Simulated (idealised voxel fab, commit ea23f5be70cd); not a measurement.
Process module name: voxel transistor to metal
Cross-section cut: width 150 nm, square cells of 5 nm.
A cross-section is written here as square cells arranged in a grid, and it is given in bands from the top down, each band taking up one or more rows of cells. The entry gives the band's vertical extent as a top height and a bottom height in nm, then its horizontal make-up as materials from left to right, each with a width in nm. "empty" stands for empty space; a single material marked "everywhere" fills the band edge to edge. Height datum 0, below which the as-received substrate wafer is one material. Lowest band open at the bottom, running downward: "0 down". The two numbers in a width such as "30->40" mark its ends across the band: the first belongs to the top row of cells, the second to the bottom row, and from each row to the next the width moves by the same amount. Basically "nothing changed" means that step didn't change any cell in the cross-section. The entry "Internal closed voids" lists the empty spaces that cover at least 8 cells and have no open path to the top. Each is written as width x height at distance, where the distance is measured from the left edge and all three values are in nm. On a step's line, text after the settings is the simulator commenting on that step. A step's line can hold "overlay nm"; with a mask on that step, the setting says how far right of the planned place the mask lay, while a negative setting says it lay to the left.
[plan]
1) RECEIVE [material Si]
2) OXIDIZE [depth nm 5]
3) CONFORMAL_DEP [material SiN] [thk nm 10]
4) MASKED_ETCH [tone cover] [mask id ACTIVE] [width nm 105] [etch materials SiN] [depth nm 10] [overlay nm 0]
5) MASKED_ETCH [tone cover] [mask id ACTIVE] [width nm 105] [etch materials SiO2] [depth nm 5] [overlay nm 0]
6) MASKED_ETCH [tone cover] [mask id ACTIVE] [width nm 105] [etch materials Si] [depth nm 25] [overlay nm 0]
7) FILL_DEP [material SiO2] [thk nm 15]
8) CMP [height nm 10]
9) SELECTIVE_ETCH [etch materials SiO2] [depth nm 10]
10) STRIP [etch materials SiN]
11) SELECTIVE_ETCH [etch materials SiO2] [depth nm 5]
12) OXIDIZE [depth nm 5]
13) DIRECTIONAL_DEP [material polySi] [thk nm 20]
14) DIRECTIONAL_DEP [material SiCN] [thk nm 10]
15) PATTERN [tone cover] [mask id GATE] [material resist] [width nm 15] [thk nm 15] [overlay nm 0]
16) DIRECTIONAL_ETCH [etch materials SiCN] [depth nm 20]
17) DIRECTIONAL_ETCH [etch materials polySi] [depth nm 30]
18) STRIP [etch materials resist]
19) CONFORMAL_DEP [material SiO2] [thk nm 5]
20) DIRECTIONAL_ETCH [etch materials SiO2] [depth nm 5]
21) CONFORMAL_DEP [material SiN] [thk nm 10]
22) DIRECTIONAL_ETCH [etch materials SiN] [depth nm 10]
23) DIRECTIONAL_ETCH [etch materials SiO2] [depth nm 5]
24) DIRECTIONAL_ETCH [etch materials Si] [depth nm 5]
25) EPI [material SiGe] [thk nm 5]
26) FILL_DEP [material SiO2] [thk nm 5]
27) CMP [height nm 25]
28) DIRECTIONAL_DEP [material SiO2] [thk nm 10]
29) DIRECTIONAL_DEP [material aC] [thk nm 15]
30) PATTERN [tone open] [mask id CONTACT] [material resist] [width nm 30] [pitch nm 55] [thk nm 35] [overlay nm 0]
31) DIRECTIONAL_ETCH [etch materials aC] [depth nm 15]
32) STRIP [etch materials resist]
33) DIRECTIONAL_ETCH [etch materials SiO2] [depth nm 45]
34) STRIP [etch materials aC]
35) CONFORMAL_DEP [material TiN] [thk nm 5]
36) FILL_DEP [material W] [thk nm 5]
37) CMP [height nm 35]
38) DIRECTIONAL_DEP [material TiN] [thk nm 5]
39) DIRECTIONAL_DEP [material Ru] [thk nm 15]
40) PATTERN [tone cover] [mask id METAL_1] [material resist] [width nm 15] [pitch nm 70] [thk nm 20] [overlay nm 0]
41) DIRECTIONAL_ETCH [etch materials Ru] [depth nm 15]
42) DIRECTIONAL_ETCH [etch materials TiN] [depth nm 5]
43) STRIP [etch materials resist]
44) CONFORMAL_DEP [material SiCN] [thk nm 5]
45) FILL_DEP [material lowk] [thk nm 10]
46) CMP [height nm 55]
47) CONFORMAL_DEP [material SiCN] [thk nm 5]
48) DIRECTIONAL_DEP [material SiO2] [thk nm 35]
49) PATTERN [tone open] [mask id METAL_2] [material resist] [width nm 15] [pitch nm 70] [thk nm 20] [overlay nm 0]
50) DIRECTIONAL_ETCH [etch materials SiO2] [depth nm 20]
51) STRIP [etch materials resist]
52) DIRECTIONAL_DEP [material aC] [thk nm 10]
53) PATTERN [tone open] [mask id METAL_2_HOLES] [material resist] [width nm 15] [pitch nm 70] [thk nm 30] [overlay nm 0]
54) DIRECTIONAL_ETCH [etch materials aC] [depth nm 10]
55) STRIP [etch materials resist]
56) DIRECTIONAL_ETCH [etch materials SiO2] [depth nm 15]
57) DIRECTIONAL_ETCH [etch materials SiCN] [depth nm 5]
58) STRIP [etch materials aC]
59) CONFORMAL_DEP [material TiN] [thk nm 5]
60) FILL_DEP [material Cu] [thk nm 5]
61) CMP [height nm 95]
62) CONFORMAL_DEP [material SiCN] [thk nm 5]
[Cross-section of the incoming wafer, state after step 1]
  0 down = Si everywhere
  Internal closed voids: none
[Run as planned - first of the two wafers cross-sectioned at the end of the module]
  100 to 95 = SiCN everywhere
  95 to 60 = SiO2 30 nm, then TiN 5 nm, then Cu 5 nm, then TiN 5 nm, then SiO2 55 nm, then TiN 5 nm, then Cu 5 nm, then TiN 5 nm, then SiO2 35 nm
  60 to 55 = SiCN 30 nm, then TiN 15 nm, then SiCN 55 nm, then TiN 15 nm, then SiCN 35 nm
  55 to 40 = lowk 25 nm, then SiCN 5 nm, then Ru 15 nm, then SiCN 5 nm, then lowk 45 nm, then SiCN 5 nm, then Ru 15 nm, then SiCN 5 nm, then lowk 30 nm
  40 to 35 = SiCN 30 nm, then TiN 15 nm, then SiCN 55 nm, then TiN 15 nm, then SiCN 35 nm
  35 to 25 = SiO2 30 nm, then TiN 5 nm, then W 20->10 nm, then TiN 5->15 nm, then SiO2 25 nm, then TiN 5->15 nm, then W 20->10 nm, then TiN 5 nm, then SiO2 35 nm
  25 to 15 = SiO2 30 nm, then TiN 5 nm, then W 10 nm, then TiN 5 nm, then SiN 10 nm, then SiO2 5 nm, then SiCN 15 nm, then SiO2 5 nm, then SiN 10 nm, then TiN 5 nm, then W 10 nm, then TiN 5 nm, then SiO2 35 nm
  15 to 0 = SiO2 30 nm, then TiN 5 nm, then W 10 nm, then TiN 5 nm, then SiN 10 nm, then SiO2 5 nm, then polySi 15 nm, then SiO2 5 nm, then SiN 10 nm, then TiN 5 nm, then W 10 nm, then TiN 5 nm, then SiO2 35 nm
  0 to -5 = SiO2 30 nm, then TiN 5 nm, then W 5 nm, then TiN 10 nm, then SiN 10 nm, then SiO2 5 nm, then polySi 15 nm, then SiO2 5 nm, then SiN 10 nm, then TiN 10 nm, then W 5 nm, then TiN 5 nm, then SiO2 35 nm
  -5 to -10 = SiO2 30 nm, then TiN 15 nm, then SiGe 5 nm, then SiO2 45 nm, then SiGe 5 nm, then TiN 15 nm, then SiO2 35 nm
  -10 to -15 = SiO2 20 nm, then SiGe 30 nm, then Si 45 nm, then SiGe 30 nm, then SiO2 25 nm
  -15 to -30 = SiO2 20 nm, then Si 105 nm, then SiO2 25 nm
  -30 down = Si everywhere
  Internal closed voids: none
[End of module, second wafer, cross-section. Started like the first, planned like the first, run with one mistake]
  100 to 95 = SiCN everywhere
  95 to 90 = SiCN 30 nm, then TiN 15 nm, then SiCN 55 nm, then TiN 15 nm, then SiCN 35 nm
  90 to 55 = SiO2 everywhere
  55 to 40 = lowk 25 nm, then SiCN 5 nm, then Ru 15 nm, then SiCN 5 nm, then lowk 45 nm, then SiCN 5 nm, then Ru 15 nm, then SiCN 5 nm, then lowk 30 nm
  40 to 35 = SiCN 30 nm, then TiN 15 nm, then SiCN 55 nm, then TiN 15 nm, then SiCN 35 nm
  35 to 25 = SiO2 30 nm, then TiN 5 nm, then W 20->10 nm, then TiN 5->15 nm, then SiO2 25 nm, then TiN 5->15 nm, then W 20->10 nm, then TiN 5 nm, then SiO2 35 nm
  25 to 15 = SiO2 30 nm, then TiN 5 nm, then W 10 nm, then TiN 5 nm, then SiN 10 nm, then SiO2 5 nm, then SiCN 15 nm, then SiO2 5 nm, then SiN 10 nm, then TiN 5 nm, then W 10 nm, then TiN 5 nm, then SiO2 35 nm
  15 to 0 = SiO2 30 nm, then TiN 5 nm, then W 10 nm, then TiN 5 nm, then SiN 10 nm, then SiO2 5 nm, then polySi 15 nm, then SiO2 5 nm, then SiN 10 nm, then TiN 5 nm, then W 10 nm, then TiN 5 nm, then SiO2 35 nm
  0 to -5 = SiO2 30 nm, then TiN 5 nm, then W 5 nm, then TiN 10 nm, then SiN 10 nm, then SiO2 5 nm, then polySi 15 nm, then SiO2 5 nm, then SiN 10 nm, then TiN 10 nm, then W 5 nm, then TiN 5 nm, then SiO2 35 nm
  -5 to -10 = SiO2 30 nm, then TiN 15 nm, then SiGe 5 nm, then SiO2 45 nm, then SiGe 5 nm, then TiN 15 nm, then SiO2 35 nm
  -10 to -15 = SiO2 20 nm, then SiGe 30 nm, then Si 45 nm, then SiGe 30 nm, then SiO2 25 nm
  -15 to -30 = SiO2 20 nm, then Si 105 nm, then SiO2 25 nm
  -30 down = Si everywhere
  Internal closed voids: none
Nonconformance to the process plan: contrary to the plan, steps 47 and 48 were processed in exchanged order
Once processing is complete, comparing cell counts shows that the second wafer has more or fewer of certain materials than the first: Cu: 14 fewer; SiO2: 42 more; TiN: 28 fewer
